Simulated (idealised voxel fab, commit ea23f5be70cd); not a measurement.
process module | voxel wiring stack
Section shown: cut. Width: 300 nm. Cell size: 5 nm, square.
In what follows, cross-sections appear as grids of square cells, described through bands that run from the top down, where every band is one or more rows of cells. Band: top and bottom heights (nm) first, top before bottom; then materials from left to right, widths in nm. "all across" marks a sole material filling the band edge to edge. "blank" denotes empty space. Note: height 0 marks the level under which the wafer is uniformly one material as received. Lowest band unbounded below, written "0..down". A two-number width, for instance "30 to 40", indicates that the width is equal to the first number in the top row of the band and to the second number in the bottom row, and that it changes by a constant amount per row of cells. "no change" means the step left every cell of the cross-section as it was. You'll see "Sealed internal cavities" listing empty spaces that have no way open to the top, as long as they're 8 cells or more; the notation is width x height at distance, where the distance is from the left edge, and all of it is in nm. Whatever follows a step's settings on its line is a remark the simulator itself makes about that step. overlay nm: mask offset rightward from planned place, masked step; negative means leftward offset.

-- The process steps that were planned are listed below
step 1: RECEIVE with material Si
step 2: CONFORMAL_DEP with material SiO2, thk nm 15
step 3: CONFORMAL_DEP with material SiN, thk nm 5
step 4: DIRECTIONAL_DEP with material SiO2, thk nm 15
step 5: DIRECTIONAL_DEP with material aC, thk nm 10
step 6: PATTERN with tone open, mask id METAL_1, material resist, width nm 30, pitch nm 55, thk nm 25, overlay nm 0
step 7: DIRECTIONAL_ETCH with etch materials aC, depth nm 10
step 8: STRIP with etch materials resist
step 9: DIRECTIONAL_ETCH with etch materials SiO2, depth nm 15
step 10: DIRECTIONAL_ETCH with etch materials SiN, depth nm 5
step 11: STRIP with etch materials aC
step 12: CONFORMAL_DEP with material TiN, thk nm 5
step 13: FILL_DEP with material Ru, thk nm 10
step 14: CMP with height nm 35
step 15: CONFORMAL_DEP with material SiCN, thk nm 5
step 16: DIRECTIONAL_DEP with material lowk, thk nm 30
step 17: PATTERN with tone open, mask id METAL_2, material resist, width nm 30, pitch nm 55, thk nm 20, overlay nm 0
step 18: DIRECTIONAL_ETCH with etch materials lowk, depth nm 20
step 19: STRIP with etch materials resist
step 20: MASKED_ETCH with tone open, mask id METAL_2_HOLES, width nm 15, pitch nm 55, etch materials lowk, depth nm 10, overlay nm 0
step 21: MASKED_ETCH with tone open, mask id METAL_2_HOLES, width nm 15, pitch nm 55, etch materials SiCN, depth nm 5, overlay nm 0
step 22: CONFORMAL_DEP with material TiN, thk nm 5
step 23: FILL_DEP with material Cu, thk nm 10
step 24: CMP with height nm 70
step 25: CONFORMAL_DEP with material SiCN, thk nm 5
step 26: DIRECTIONAL_DEP with material SiO2, thk nm 30
step 27: MASKED_ETCH with tone open, mask id METAL_3_HOLES, width nm 15, pitch nm 55, etch materials SiO2, depth nm 30, overlay nm 0
step 28: MASKED_ETCH with tone open, mask id METAL_3, width nm 30, pitch nm 55, etch materials SiO2, depth nm 20, overlay nm 0
step 29: MASKED_ETCH with tone open, mask id METAL_3, width nm 30, pitch nm 55, etch materials SiCN, depth nm 5, overlay nm 0
step 30: CONFORMAL_DEP with material TiN, thk nm 5
step 31: FILL_DEP with material Cu, thk nm 5
step 32: CMP with height nm 105
step 33: CONFORMAL_DEP with material SiCN, thk nm 5
step 34: DIRECTIONAL_DEP with material lowk, thk nm 30
step 35: MASKED_ETCH with tone open, mask id METAL_4_HOLES, width nm 15, pitch nm 55, etch materials lowk, depth nm 30, overlay nm 0
step 36: DIRECTIONAL_DEP with material aC, thk nm 10
step 37: PATTERN with tone open, mask id METAL_4, material resist, width nm 30, pitch nm 55, thk nm 30, overlay nm 0
step 38: DIRECTIONAL_ETCH with etch materials aC, depth nm 10
step 39: STRIP with etch materials resist
step 40: DIRECTIONAL_ETCH with etch materials lowk, depth nm 20
step 41: DIRECTIONAL_ETCH with etch materials SiCN, depth nm 5
step 42: STRIP with etch materials aC
step 43: CONFORMAL_DEP with material TiN, thk nm 5
step 44: FILL_DEP with material Cu, thk nm 5
step 45: CMP with height nm 140
step 46: CONFORMAL_DEP with material SiN, thk nm 5

-- Wafer at receipt (post step 1), cross-section
    0..down = Si all across
    Sealed internal cavities: none

-- First of two wafers: cross-section at end of module, run per plan
    145..140 = SiN all across
    140..125 = 80 of lowk  5 of TiN  20 of Cu  5 of TiN  25 of lowk  5 of TiN  20 of Cu  5 of TiN  25 of lowk  5 of TiN  20 of Cu  5 of TiN  80 of lowk
    125..120 = 80 of lowk  5 of TiN  5 of Cu  20 of TiN  25 of lowk  5 of TiN  5 of Cu  20 of TiN  25 of lowk  5 of TiN  5 of Cu  20 of TiN  80 of lowk
    120..110 = 80 of lowk  5 of TiN  5 of Cu  5 of TiN  40 of lowk  5 of TiN  5 of Cu  5 of TiN  40 of lowk  5 of TiN  5 of Cu  5 of TiN  95 of lowk
    110..105 = 80 of SiCN  15 of TiN  40 of SiCN  15 of TiN  40 of SiCN  15 of TiN  95 of SiCN
    105..90 = 80 of SiO2  5 of TiN  20 of Cu  5 of TiN  25 of SiO2  5 of TiN  20 of Cu  5 of TiN  25 of SiO2  5 of TiN  20 of Cu  5 of TiN  80 of SiO2
    90..85 = 80 of SiO2  5 of TiN  5 of Cu  20 of TiN  25 of SiO2  5 of TiN  5 of Cu  20 of TiN  25 of SiO2  5 of TiN  5 of Cu  20 of TiN  80 of SiO2
    85..75 = 80 of SiO2  5 of TiN  5 of Cu  5 of TiN  40 of SiO2  5 of TiN  5 of Cu  5 of TiN  40 of SiO2  5 of TiN  5 of Cu  5 of TiN  95 of SiO2
    75..70 = 80 of SiCN  15 of TiN  40 of SiCN  15 of TiN  40 of SiCN  15 of TiN  95 of SiCN
    70..55 = 80 of lowk  5 of TiN  20 of Cu  5 of TiN  25 of lowk  5 of TiN  20 of Cu  5 of TiN  25 of lowk  5 of TiN  20 of Cu  5 of TiN  80 of lowk
    55..50 = 80 of lowk  5 of TiN  5 of Cu  20 of TiN  25 of lowk  5 of TiN  5 of Cu  20 of TiN  25 of lowk  5 of TiN  5 of Cu  20 of TiN  80 of lowk
    50..40 = 80 of lowk  5 of TiN  5 of Cu  5 of TiN  40 of lowk  5 of TiN  5 of Cu  5 of TiN  40 of lowk  5 of TiN  5 of Cu  5 of TiN  95 of lowk
    40..35 = 80 of SiCN  15 of TiN  40 of SiCN  15 of TiN  40 of SiCN  15 of TiN  95 of SiCN
    35..20 = 80 of SiO2  5 of TiN  20 of Ru  5 of TiN  25 of SiO2  5 of TiN  20 of Ru  5 of TiN  25 of SiO2  5 of TiN  20 of Ru  5 of TiN  80 of SiO2
    20..15 = 80 of SiN  30 of TiN  25 of SiN  30 of TiN  25 of SiN  30 of TiN  80 of SiN
    15..0 = SiO2 all across
    0..down = Si all across
    Sealed internal cavities: none

-- End of module, second wafer, cross-section. Started like the first, planned like the first, run with one mistake
    145..140 = SiN all across
    140..125 = 80 of lowk  5 of TiN  30 of Cu  5 of TiN  15 of lowk  5 of TiN  30 of Cu  5 of TiN  15 of lowk  5 of TiN  30 of Cu  5 of TiN  70 of lowk
    125..115 = 80 of lowk  5 of TiN  5 of Cu  30 to 5 of TiN  15 to 40 of lowk  5 of TiN  5 of Cu  30 to 5 of TiN  15 to 40 of lowk  5 of TiN  5 of Cu  30 to 5 of TiN  70 to 95 of lowk
    115..110 = 80 of lowk  15 of TiN  40 of lowk  15 of TiN  40 of lowk  15 of TiN  95 of lowk
    110..105 = 90 of SiCN  5 of TiN  50 of SiCN  5 of TiN  50 of SiCN  5 of TiN  95 of SiCN
    105..90 = 80 of SiO2  5 of TiN  20 of Cu  5 of TiN  25 of SiO2  5 of TiN  20 of Cu  5 of TiN  25 of SiO2  5 of TiN  20 of Cu  5 of TiN  80 of SiO2
    90..85 = 80 of SiO2  5 of TiN  5 of Cu  20 of TiN  25 of SiO2  5 of TiN  5 of Cu  20 of TiN  25 of SiO2  5 of TiN  5 of Cu  20 of TiN  80 of SiO2
    85..75 = 80 of SiO2  5 of TiN  5 of Cu  5 of TiN  40 of SiO2  5 of TiN  5 of Cu  5 of TiN  40 of SiO2  5 of TiN  5 of Cu  5 of TiN  95 of SiO2
    75..70 = 80 of SiCN  15 of TiN  40 of SiCN  15 of TiN  40 of SiCN  15 of TiN  95 of SiCN
    70..55 = 80 of lowk  5 of TiN  20 of Cu  5 of TiN  25 of lowk  5 of TiN  20 of Cu  5 of TiN  25 of lowk  5 of TiN  20 of Cu  5 of TiN  80 of lowk
    55..50 = 80 of lowk  5 of TiN  5 of Cu  20 of TiN  25 of lowk  5 of TiN  5 of Cu  20 of TiN  25 of lowk  5 of TiN  5 of Cu  20 of TiN  80 of lowk
    50..40 = 80 of lowk  5 of TiN  5 of Cu  5 of TiN  40 of lowk  5 of TiN  5 of Cu  5 of TiN  40 of lowk  5 of TiN  5 of Cu  5 of TiN  95 of lowk
    40..35 = 80 of SiCN  15 of TiN  40 of SiCN  15 of TiN  40 of SiCN  15 of TiN  95 of SiCN
    35..20 = 80 of SiO2  5 of TiN  20 of Ru  5 of TiN  25 of SiO2  5 of TiN  20 of Ru  5 of TiN  25 of SiO2  5 of TiN  20 of Ru  5 of TiN  80 of SiO2
    20..15 = 80 of SiN  30 of TiN  25 of SiN  30 of TiN  25 of SiN  30 of TiN  80 of SiN
    15..0 = SiO2 all across
    0..down = Si all across
    Sealed internal cavities: none
Which mistake was made when the wafer was run? step 37: run off-plan, actual operation and settings PATTERN with tone open, mask id METAL_4, material resist, width nm 30, pitch nm 55, thk nm 30, overlay nm 10
End of process, cell counts, second wafer against first, materials with more or fewer: Cu +15; SiCN +6; TiN +3; lowk -24
